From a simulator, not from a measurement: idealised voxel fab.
Process module name: voxel capacitor over wiring
Square cells of 5 nm make up the cross-section cut, whose width is 160 nm.
Heads up, the way a cross-section reads in here is a grid of square cells, handed over as bands from the top down, with every band being one or more rows of cells. Read a band's entry like this: the first values are the height of its top and the height of its bottom in nm, and what follows is the sequence of materials from left to right, each with its width in nm. Note that "air" is empty space, and that a single material marked "everywhere" reaches across the band from edge to edge. A quick word on heights: they are counted from 0, and under that level the wafer as it came to us is one material throughout. The lowest band is different from the rest in having no bottom; it simply continues downward, written as in "from 0 down". When a width is written as two numbers, as in "30->40", the first number is the width in the top row of cells of the band and the second is the width in its bottom row, and the width changes by the same amount from each row to the next. "nothing different" for a step: no cell of the cross-section changed in that step. Closed empty spaces (no open way to the top) of 8 cells or more are what "Fully sealed cavities" lists, each as width x height at distance from the left edge, nm for all three. Step line, after settings: the simulator's comment on this step. When a step includes a mask, the "overlay nm" setting on its line states how far to the right of its planned place that mask lay, and negative values state how far to the left.
Listed below are the process steps as planned
1. RECEIVE,material Si
2. CONFORMAL_DEP,material SiO2,thk nm 15
3. CONFORMAL_DEP,material SiCN,thk nm 5
4. DIRECTIONAL_DEP,material SiO2,thk nm 20
5. DIRECTIONAL_DEP,material aC,thk nm 15
6. PATTERN,tone open,mask id METAL_1,material resist,width nm 20,pitch nm 70,thk nm 35,overlay nm 0
7. DIRECTIONAL_ETCH,etch materials aC,depth nm 15
8. STRIP,etch materials resist
9. DIRECTIONAL_ETCH,etch materials SiO2,depth nm 20
10. DIRECTIONAL_ETCH,etch materials SiCN,depth nm 5
11. STRIP,etch materials aC
12. CONFORMAL_DEP,material TiN,thk nm 5
13. FILL_DEP,material Cu,thk nm 5
14. CMP,height nm 40
15. EPI,material Ru,thk nm 5
16. FILL_DEP,material SiCN,thk nm 5
17. DIRECTIONAL_DEP,material lowk,thk nm 10
18. PATTERN,tone open,mask id PLUG_1,material resist,width nm 15,thk nm 20,overlay nm 0
19. DIRECTIONAL_ETCH,etch materials lowk,depth nm 10
20. DIRECTIONAL_ETCH,etch materials SiCN,depth nm 5
21. STRIP,etch materials resist
22. CONFORMAL_DEP,material TiN,thk nm 5
23. FILL_DEP,material W,thk nm 5
24. CMP,height nm 60
25. DIRECTIONAL_DEP,material TiN,thk nm 5
26. DIRECTIONAL_DEP,material SiN,thk nm 5
27. DIRECTIONAL_DEP,material TiN,thk nm 10
28. DIRECTIONAL_DEP,material aC,thk nm 15
29. PATTERN,tone cover,mask id UPPER_PLATE,material resist,width nm 55,thk nm 35,overlay nm 0
30. DIRECTIONAL_ETCH,etch materials aC,depth nm 15
31. STRIP,etch materials resist
32. DIRECTIONAL_ETCH,etch materials TiN,depth nm 10
33. DIRECTIONAL_ETCH,etch materials SiN,depth nm 5
34. STRIP,etch materials aC
35. PATTERN,tone cover,mask id LOWER_PLATE,material resist,width nm 65,thk nm 20,overlay nm 0
36. DIRECTIONAL_ETCH,etch materials TiN,depth nm 5
37. STRIP,etch materials resist
38. FILL_DEP,material SiO2,thk nm 15
39. CMP,height nm 90
40. MASKED_ETCH,tone open,mask id PLUG_2,width nm 15,etch materials SiO2,depth nm 10,overlay nm 0
41. CONFORMAL_DEP,material TiN,thk nm 5
42. FILL_DEP,material Cu,thk nm 10
43. CMP,height nm 90
44. CONFORMAL_DEP,material SiN,thk nm 5
First wafer, two in total, run as planned
Cross-section of the incoming wafer, state after step 1
- from 0 down | Si everywhere
- Fully sealed cavities: none
After step 2, in cross-section
- from 15 to 0 | SiO2 everywhere
- Under the height 0 nothing was changed.
After step 3, in cross-section
- from 20 to 15 | SiCN everywhere
- Under the height 15 nothing was changed.
After step 4, in cross-section
- from 40 to 20 | SiO2 everywhere
- Under the height 20 nothing was changed.
After step 5, in cross-section
- from 55 to 40 | aC everywhere
- Under the height 40 nothing was changed.
After step 6, in cross-section
- from 90 to 55 | 35 nm resist, 20 nm air, 50 nm resist, 20 nm air, 35 nm resist
- Under the height 55 nothing was changed.
After step 7, in cross-section
- from 75 to 55 | 35 nm resist, 20 nm air, 50 nm resist, 20 nm air, 35 nm resist
- from 55 to 40 | 35 nm aC, 20 nm air, 50 nm aC, 20 nm air, 35 nm aC
- Under the height 40 nothing was changed.
After step 8, in cross-section
- from 55 to 40 | 35 nm aC, 20 nm air, 50 nm aC, 20 nm air, 35 nm aC
- Under the height 40 nothing was changed.
After step 9, in cross-section
- from 55 to 40 | 35 nm aC, 20 nm air, 50 nm aC, 20 nm air, 35 nm aC
- from 40 to 20 | 35 nm SiO2, 20 nm air, 50 nm SiO2, 20 nm air, 35 nm SiO2
- Under the height 20 nothing was changed.
After step 10, in cross-section
- from 55 to 40 | 35 nm aC, 20 nm air, 50 nm aC, 20 nm air, 35 nm aC
- from 40 to 20 | 35 nm SiO2, 20 nm air, 50 nm SiO2, 20 nm air, 35 nm SiO2
- from 20 to 15 | 35 nm SiCN, 20 nm air, 50 nm SiCN, 20 nm air, 35 nm SiCN
- Under the height 15 nothing was changed.
After step 11, in cross-section
- from 40 to 20 | 35 nm SiO2, 20 nm air, 50 nm SiO2, 20 nm air, 35 nm SiO2
- Under the height 20 nothing was changed.
After step 12, in cross-section
- from 45 to 40 | 40 nm TiN, 10 nm air, 60 nm TiN, 10 nm air, 40 nm TiN
- from 40 to 20 | 35 nm SiO2, 5 nm TiN, 10 nm air, 5 nm TiN, 50 nm SiO2, 5 nm TiN, 10 nm air, 5 nm TiN, 35 nm SiO2
- from 20 to 15 | 35 nm SiCN, 20 nm TiN, 50 nm SiCN, 20 nm TiN, 35 nm SiCN
- Under the height 15 nothing was changed.
After step 13, in cross-section
- from 50 to 45 | Cu everywhere
- from 45 to 40 | 40 nm TiN, 10 nm Cu, 60 nm TiN, 10 nm Cu, 40 nm TiN
- from 40 to 20 | 35 nm SiO2, 5 nm TiN, 10 nm Cu, 5 nm TiN, 50 nm SiO2, 5 nm TiN, 10 nm Cu, 5 nm TiN, 35 nm SiO2
- Under the height 20 nothing was changed.
After step 14, in cross-section
- from 40 to 20 | 35 nm SiO2, 5 nm TiN, 10 nm Cu, 5 nm TiN, 50 nm SiO2, 5 nm TiN, 10 nm Cu, 5 nm TiN, 35 nm SiO2
- Under the height 20 nothing was changed.
After step 15, in cross-section
- from 45 to 40 | 30 nm air, 30 nm Ru, 40 nm air, 30 nm Ru, 30 nm air
- Under the height 40 nothing was changed.
After step 16, in cross-section
- from 50 to 45 | SiCN everywhere
- from 45 to 40 | 30 nm SiCN, 30 nm Ru, 40 nm SiCN, 30 nm Ru, 30 nm SiCN
- Under the height 40 nothing was changed.
After step 17, in cross-section
- from 60 to 50 | lowk everywhere
- Under the height 50 nothing was changed.
After step 18, in cross-section
- from 80 to 60 | 40 nm resist, 15 nm air, 105 nm resist
- Under the height 60 nothing was changed.
After step 19, in cross-section
- from 80 to 60 | 40 nm resist, 15 nm air, 105 nm resist
- from 60 to 50 | 40 nm lowk, 15 nm air, 105 nm lowk
- Under the height 50 nothing was changed.
After step 20, in cross-section
- from 80 to 60 | 40 nm resist, 15 nm air, 105 nm resist
- from 60 to 50 | 40 nm lowk, 15 nm air, 105 nm lowk
- from 50 to 45 | 40 nm SiCN, 15 nm air, 105 nm SiCN
- Under the height 45 nothing was changed.
After step 21, in cross-section
- from 60 to 50 | 40 nm lowk, 15 nm air, 105 nm lowk
- Under the height 50 nothing was changed.
After step 22, in cross-section
- from 65 to 60 | 45 nm TiN, 5 nm air, 110 nm TiN
- from 60 to 50 | 40 nm lowk, 5 nm TiN, 5 nm air, 5 nm TiN, 105 nm lowk
- from 50 to 45 | 40 nm SiCN, 15 nm TiN, 105 nm SiCN
- Under the height 45 nothing was changed.
After step 23, in cross-section
- from 70 to 65 | W everywhere
- from 65 to 60 | 45 nm TiN, 5 nm W, 110 nm TiN
- from 60 to 50 | 40 nm lowk, 5 nm TiN, 5 nm W, 5 nm TiN, 105 nm lowk
- Under the height 50 nothing was changed.
After step 24, in cross-section
- from 60 to 50 | 40 nm lowk, 5 nm TiN, 5 nm W, 5 nm TiN, 105 nm lowk
- Under the height 50 nothing was changed.
After step 25, in cross-section
- from 65 to 60 | TiN everywhere
- Under the height 60 nothing was changed.
After step 26, in cross-section
- from 70 to 65 | SiN everywhere
- Under the height 65 nothing was changed.
After step 27, in cross-section
- from 80 to 70 | TiN everywhere
- Under the height 70 nothing was changed.
After step 28, in cross-section
- from 95 to 80 | aC everywhere
- Under the height 80 nothing was changed.
After step 29, in cross-section
- from 130 to 95 | 40 nm air, 55 nm resist, 65 nm air
- Under the height 95 nothing was changed.
After step 30, in cross-section
- from 115 to 95 | 40 nm air, 55 nm resist, 65 nm air
- from 95 to 80 | 40 nm air, 55 nm aC, 65 nm air
- Under the height 80 nothing was changed.
After step 31, in cross-section
- from 95 to 80 | 40 nm air, 55 nm aC, 65 nm air
- Under the height 80 nothing was changed.
After step 32, in cross-section
- from 95 to 80 | 40 nm air, 55 nm aC, 65 nm air
- from 80 to 70 | 40 nm air, 55 nm TiN, 65 nm air
- Under the height 70 nothing was changed.
After step 33, in cross-section
- from 95 to 80 | 40 nm air, 55 nm aC, 65 nm air
- from 80 to 70 | 40 nm air, 55 nm TiN, 65 nm air
- from 70 to 65 | 40 nm air, 55 nm SiN, 65 nm air
- Under the height 65 nothing was changed.
After step 34, in cross-section
- from 80 to 70 | 40 nm air, 55 nm TiN, 65 nm air
- Under the height 70 nothing was changed.
After step 35, in cross-section
- from 100 to 80 | 35 nm air, 65 nm resist, 60 nm air
- from 80 to 70 | 35 nm air, 5 nm resist, 55 nm TiN, 5 nm resist, 60 nm air
- from 70 to 65 | 35 nm air, 5 nm resist, 55 nm SiN, 5 nm resist, 60 nm air
- Under the height 65 nothing was changed.
After step 36, in cross-section
- from 100 to 80 | 35 nm air, 65 nm resist, 60 nm air
- from 80 to 70 | 35 nm air, 5 nm resist, 55 nm TiN, 5 nm resist, 60 nm air
- from 70 to 65 | 35 nm air, 5 nm resist, 55 nm SiN, 5 nm resist, 60 nm air
- from 65 to 60 | 35 nm air, 65 nm TiN, 60 nm air
- Under the height 60 nothing was changed.
After step 37, in cross-section
- from 80 to 70 | 40 nm air, 55 nm TiN, 65 nm air
- from 70 to 65 | 40 nm air, 55 nm SiN, 65 nm air
- Under the height 65 nothing was changed.
After step 38, in cross-section
- from 95 to 80 | SiO2 everywhere
- from 80 to 70 | 40 nm SiO2, 55 nm TiN, 65 nm SiO2
- from 70 to 65 | 40 nm SiO2, 55 nm SiN, 65 nm SiO2
- from 65 to 60 | 35 nm SiO2, 65 nm TiN, 60 nm SiO2
- Under the height 60 nothing was changed.
After step 39, in cross-section
- from 90 to 80 | SiO2 everywhere
- Under the height 80 nothing was changed.
After step 40, in cross-section
- from 90 to 80 | 50 nm SiO2, 15 nm air, 95 nm SiO2
- Under the height 80 nothing was changed.
After step 41, in cross-section
- from 95 to 90 | 55 nm TiN, 5 nm air, 100 nm TiN
- from 90 to 85 | 50 nm SiO2, 5 nm TiN, 5 nm air, 5 nm TiN, 95 nm SiO2
- from 85 to 80 | 50 nm SiO2, 15 nm TiN, 95 nm SiO2
- Under the height 80 nothing was changed.
After step 42, in cross-section
- from 105 to 95 | Cu everywhere
- from 95 to 90 | 55 nm TiN, 5 nm Cu, 100 nm TiN
- from 90 to 85 | 50 nm SiO2, 5 nm TiN, 5 nm Cu, 5 nm TiN, 95 nm SiO2
- Under the height 85 nothing was changed.
After step 43, in cross-section
- from 90 to 85 | 50 nm SiO2, 5 nm TiN, 5 nm Cu, 5 nm TiN, 95 nm SiO2
- Under the height 85 nothing was changed.
After step 44, in cross-section
- from 95 to 90 | SiN everywhere
- Under the height 90 nothing was changed.
second wafer: like start, like plan, one mistake. Through step 28 it matches the first wafer
Second wafer, section view, time point: scheduled end of step 29
- from 130 to 95 | 35 nm air, 55 nm resist, 70 nm air
- Under the height 95 nothing was changed.
Second wafer, section view, time point: scheduled end of step 30
- from 115 to 95 | 35 nm air, 55 nm resist, 70 nm air
- from 95 to 80 | 35 nm air, 55 nm aC, 70 nm air
- Under the height 80 nothing was changed.
Second wafer, section view, time point: scheduled end of step 31
- from 95 to 80 | 35 nm air, 55 nm aC, 70 nm air
- Under the height 80 nothing was changed.
Second wafer, section view, time point: scheduled end of step 32
- from 95 to 80 | 35 nm air, 55 nm aC, 70 nm air
- from 80 to 70 | 35 nm air, 55 nm TiN, 70 nm air
- Under the height 70 nothing was changed.
Second wafer, section view, time point: scheduled end of step 33
- from 95 to 80 | 35 nm air, 55 nm aC, 70 nm air
- from 80 to 70 | 35 nm air, 55 nm TiN, 70 nm air
- from 70 to 65 | 35 nm air, 55 nm SiN, 70 nm air
- Under the height 65 nothing was changed.
Second wafer, section view, time point: scheduled end of step 34
- from 80 to 70 | 35 nm air, 55 nm TiN, 70 nm air
- Under the height 70 nothing was changed.
Second wafer, section view, time point: scheduled end of step 35
- from 100 to 80 | 35 nm air, 65 nm resist, 60 nm air
- from 80 to 70 | 35 nm air, 55 nm TiN, 10 nm resist, 60 nm air
- from 70 to 65 | 35 nm air, 55 nm SiN, 10 nm resist, 60 nm air
- Under the height 65 nothing was changed.
Second wafer, section view, time point: scheduled end of step 36
- from 100 to 80 | 35 nm air, 65 nm resist, 60 nm air
- from 80 to 70 | 35 nm air, 55 nm TiN, 10 nm resist, 60 nm air
- from 70 to 65 | 35 nm air, 55 nm SiN, 10 nm resist, 60 nm air
- from 65 to 60 | 35 nm air, 65 nm TiN, 60 nm air
- Under the height 60 nothing was changed.
Second wafer, section view, time point: scheduled end of step 37
- from 80 to 70 | 35 nm air, 55 nm TiN, 70 nm air
- from 70 to 65 | 35 nm air, 55 nm SiN, 70 nm air
- Under the height 65 nothing was changed.
Second wafer, section view, time point: scheduled end of step 38
- from 95 to 80 | SiO2 everywhere
- from 80 to 70 | 35 nm SiO2, 55 nm TiN, 70 nm SiO2
- from 70 to 65 | 35 nm SiO2, 55 nm SiN, 70 nm SiO2
- from 65 to 60 | 35 nm SiO2, 65 nm TiN, 60 nm SiO2
- Under the height 60 nothing was changed.
Second wafer, section view, time point: scheduled end of step 39
- from 90 to 80 | SiO2 everywhere
- Under the height 80 nothing was changed.
Second wafer, section view, time point: scheduled end of step 40
- from 90 to 80 | 50 nm SiO2, 15 nm air, 95 nm SiO2
- Under the height 80 nothing was changed.
Second wafer, section view, time point: scheduled end of step 41
- from 95 to 90 | 55 nm TiN, 5 nm air, 100 nm TiN
- from 90 to 85 | 50 nm SiO2, 5 nm TiN, 5 nm air, 5 nm TiN, 95 nm SiO2
- from 85 to 80 | 50 nm SiO2, 15 nm TiN, 95 nm SiO2
- Under the height 80 nothing was changed.
Second wafer, section view, time point: scheduled end of step 42
- from 105 to 95 | Cu everywhere
- from 95 to 90 | 55 nm TiN, 5 nm Cu, 100 nm TiN
- from 90 to 85 | 50 nm SiO2, 5 nm TiN, 5 nm Cu, 5 nm TiN, 95 nm SiO2
- Under the height 85 nothing was changed.
Second wafer, section view, time point: scheduled end of step 43
- from 90 to 85 | 50 nm SiO2, 5 nm TiN, 5 nm Cu, 5 nm TiN, 95 nm SiO2
- Under the height 85 nothing was changed.
Second wafer, section view, time point: scheduled end of step 44
- from 95 to 90 | SiN everywhere
- Under the height 90 nothing was changed.
Nonconformance to the process plan: step 29 ran differently from the plan; actual operation with settings: PATTERN,tone cover,mask id UPPER_PLATE,material resist,width nm 55,thk nm 35,overlay nm -5
The concluding comparison shows that, measured in cells, each material is equally abundant on both wafers, albeit at different positions.
